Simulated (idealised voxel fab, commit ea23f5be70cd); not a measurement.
A process module follows: voxel trench capacitor.
The cross-section shown here is cut; it is 160 nm wide and divided into square cells measuring 5 nm on a side.
In this document a cross-section is written as a grid of square cells. It is given as a series of bands, listed from the top down, and a band is one or more rows of cells.
This entry defines a band. It first specifies the height of the band's top and the height of its bottom in nm, and then specifies the band's materials from left to right, stating each material with its width in nm. The word "everywhere" identifies a single material that fills the band from edge to edge, while the word "blank" identifies empty space.
Height datum 0, below which the as-received substrate wafer is one material. Lowest band open at the bottom, running downward: "0..down".
The width entry "30->40" should be interpreted row by row: the top row of cells in the band takes the first number, the bottom row takes the second number, and the change between adjacent rows is uniform throughout.
Given "remained the same" for a step, no cell of the cross-section differs between before and after that step.
Closed empty spaces (no open way to the top) of 8 cells or more are what "Enclosed void inventory" lists, each as width x height at distance from the left edge, nm for all three.
Formally, on a step line, whatever follows the settings is a remark that the simulator itself makes on the step.
overlay nm: mask right of planned place by this much (step with mask). Neg. = left.

# So here's the lineup of process steps we planned
1. op RECEIVE | material Si
2. op CONFORMAL_DEP | material SiN | thk nm 5
3. op DIRECTIONAL_DEP | material aC | thk nm 15
4. op PATTERN | tone open | mask id TRENCH | material resist | width nm 15 | pitch nm 35 | thk nm 30 | overlay nm 0
5. op DIRECTIONAL_ETCH | etch materials aC | depth nm 15
6. op STRIP | etch materials resist
7. op DIRECTIONAL_ETCH | etch materials SiN | depth nm 5
8. op DIRECTIONAL_ETCH | etch materials Si | depth nm 25
9. op STRIP | etch materials aC
10. op CONFORMAL_DEP | material Al2O3 | thk nm 5
11. op FILL_DEP | material polySi | thk nm 5
12. op CMP | height nm 5

# First wafer of two (run as planned)

# Incoming wafer, cross-sectional view, post step 1
    0..down  Si everywhere
    Enclosed void inventory: none

# Cross-section of the wafer subsequent to step 2
    5..0  SiN everywhere
    below 0: unchanged

# Cross-section of the wafer subsequent to step 3
    20..5  aC everywhere
    below 5: unchanged

# Cross-section of the wafer subsequent to step 4
    50..20  resist 55 nm, then blank 15 nm, then resist 20 nm, then blank 15 nm, then resist 55 nm
    below 20: unchanged

# Cross-section of the wafer subsequent to step 5
    35..20  resist 55 nm, then blank 15 nm, then resist 20 nm, then blank 15 nm, then resist 55 nm
    20..5  aC 55 nm, then blank 15 nm, then aC 20 nm, then blank 15 nm, then aC 55 nm
    below 5: unchanged

# Cross-section of the wafer subsequent to step 6
    20..5  aC 55 nm, then blank 15 nm, then aC 20 nm, then blank 15 nm, then aC 55 nm
    below 5: unchanged

# Cross-section of the wafer subsequent to step 7
    20..5  aC 55 nm, then blank 15 nm, then aC 20 nm, then blank 15 nm, then aC 55 nm
    5..0  SiN 55 nm, then blank 15 nm, then SiN 20 nm, then blank 15 nm, then SiN 55 nm
    below 0: unchanged

# Cross-section of the wafer subsequent to step 8
    20..5  aC 55 nm, then blank 15 nm, then aC 20 nm, then blank 15 nm, then aC 55 nm
    5..0  SiN 55 nm, then blank 15 nm, then SiN 20 nm, then blank 15 nm, then SiN 55 nm
    0..-25  Si 55 nm, then blank 15 nm, then Si 20 nm, then blank 15 nm, then Si 55 nm
    below -25: unchanged

# Cross-section of the wafer subsequent to step 9
    5..0  SiN 55 nm, then blank 15 nm, then SiN 20 nm, then blank 15 nm, then SiN 55 nm
    below 0: unchanged

# Cross-section of the wafer subsequent to step 10
    10..5  Al2O3 60 nm, then blank 5 nm, then Al2O3 30 nm, then blank 5 nm, then Al2O3 60 nm
    5..0  SiN 55 nm, then Al2O3 5 nm, then blank 5 nm, then Al2O3 5 nm, then SiN 20 nm, then Al2O3 5 nm, then blank 5 nm, then Al2O3 5 nm, then SiN 55 nm
    0..-20  Si 55 nm, then Al2O3 5 nm, then blank 5 nm, then Al2O3 5 nm, then Si 20 nm, then Al2O3 5 nm, then blank 5 nm, then Al2O3 5 nm, then Si 55 nm
    -20..-25  Si 55 nm, then Al2O3 15 nm, then Si 20 nm, then Al2O3 15 nm, then Si 55 nm
    below -25: unchanged

# Cross-section of the wafer subsequent to step 11
    15..10  polySi everywhere
    10..5  Al2O3 60 nm, then polySi 5 nm, then Al2O3 30 nm, then polySi 5 nm, then Al2O3 60 nm
    5..0  SiN 55 nm, then Al2O3 5 nm, then polySi 5 nm, then Al2O3 5 nm, then SiN 20 nm, then Al2O3 5 nm, then polySi 5 nm, then Al2O3 5 nm, then SiN 55 nm
    0..-20  Si 55 nm, then Al2O3 5 nm, then polySi 5 nm, then Al2O3 5 nm, then Si 20 nm, then Al2O3 5 nm, then polySi 5 nm, then Al2O3 5 nm, then Si 55 nm
    below -20: unchanged

# Cross-section of the wafer subsequent to step 12
    5..0  SiN 55 nm, then Al2O3 5 nm, then polySi 5 nm, then Al2O3 5 nm, then SiN 20 nm, then Al2O3 5 nm, then polySi 5 nm, then Al2O3 5 nm, then SiN 55 nm
    below 0: unchanged

# The second wafer was prepared from the same starting point and under the same plan as the first; its processing contained one mistake, and it remains indistinguishable from the first wafer up to and including step 3

# Cross-sectional representation of the second wafer at the time designated in the plan for the completion of step 4
    50..20  blank 55 nm, then resist 15 nm, then blank 20 nm, then resist 15 nm, then blank 55 nm
    below 20: unchanged

# Cross-sectional representation of the second wafer at the time designated in the plan for the completion of step 5
    35..20  blank 55 nm, then resist 15 nm, then blank 20 nm, then resist 15 nm, then blank 55 nm
    20..5  blank 55 nm, then aC 15 nm, then blank 20 nm, then aC 15 nm, then blank 55 nm
    below 5: unchanged

# Cross-sectional representation of the second wafer at the time designated in the plan for the completion of step 6
    20..5  blank 55 nm, then aC 15 nm, then blank 20 nm, then aC 15 nm, then blank 55 nm
    below 5: unchanged

# Cross-sectional representation of the second wafer at the time designated in the plan for the completion of step 7
    20..5  blank 55 nm, then aC 15 nm, then blank 20 nm, then aC 15 nm, then blank 55 nm
    5..0  blank 55 nm, then SiN 15 nm, then blank 20 nm, then SiN 15 nm, then blank 55 nm
    below 0: unchanged

# Cross-sectional representation of the second wafer at the time designated in the plan for the completion of step 8
    20..5  blank 55 nm, then aC 15 nm, then blank 20 nm, then aC 15 nm, then blank 55 nm
    5..0  blank 55 nm, then SiN 15 nm, then blank 20 nm, then SiN 15 nm, then blank 55 nm
    0..-25  blank 55 nm, then Si 15 nm, then blank 20 nm, then Si 15 nm, then blank 55 nm
    below -25: unchanged

# Cross-sectional representation of the second wafer at the time designated in the plan for the completion of step 9
    5..0  blank 55 nm, then SiN 15 nm, then blank 20 nm, then SiN 15 nm, then blank 55 nm
    below 0: unchanged

# Cross-sectional representation of the second wafer at the time designated in the plan for the completion of step 10
    10..5  blank 50 nm, then Al2O3 25 nm, then blank 10 nm, then Al2O3 25 nm, then blank 50 nm
    5..0  blank 50 nm, then Al2O3 5 nm, then SiN 15 nm, then Al2O3 5 nm, then blank 10 nm, then Al2O3 5 nm, then SiN 15 nm, then Al2O3 5 nm, then blank 50 nm
    0..-20  blank 50 nm, then Al2O3 5 nm, then Si 15 nm, then Al2O3 5 nm, then blank 10 nm, then Al2O3 5 nm, then Si 15 nm, then Al2O3 5 nm, then blank 50 nm
    -20..-25  Al2O3 55 nm, then Si 15 nm, then Al2O3 20 nm, then Si 15 nm, then Al2O3 55 nm
    below -25: unchanged

# Cross-sectional representation of the second wafer at the time designated in the plan for the completion of step 11
    15..10  polySi everywhere
    10..5  polySi 50 nm, then Al2O3 25 nm, then polySi 10 nm, then Al2O3 25 nm, then polySi 50 nm
    5..0  polySi 50 nm, then Al2O3 5 nm, then SiN 15 nm, then Al2O3 5 nm, then polySi 10 nm, then Al2O3 5 nm, then SiN 15 nm, then Al2O3 5 nm, then polySi 50 nm
    0..-20  polySi 50 nm, then Al2O3 5 nm, then Si 15 nm, then Al2O3 5 nm, then polySi 10 nm, then Al2O3 5 nm, then Si 15 nm, then Al2O3 5 nm, then polySi 50 nm
    below -20: unchanged

# Cross-sectional representation of the second wafer at the time designated in the plan for the completion of step 12
    5..0  polySi 50 nm, then Al2O3 5 nm, then SiN 15 nm, then Al2O3 5 nm, then polySi 10 nm, then Al2O3 5 nm, then SiN 15 nm, then Al2O3 5 nm, then polySi 50 nm
    below 0: unchanged
What broke from the plan during processing? step 4 was not run as planned; what actually ran was op PATTERN | tone cover | mask id TRENCH | material resist | width nm 15 | pitch nm 35 | thk nm 30 | overlay nm 0
It is noted that, at the conclusion of processing, the second wafer exhibits a higher or lower cell count for certain materials relative to the first: Al2O3: 20 more; Si: 100 fewer; SiN: 20 fewer; polySi: 100 more
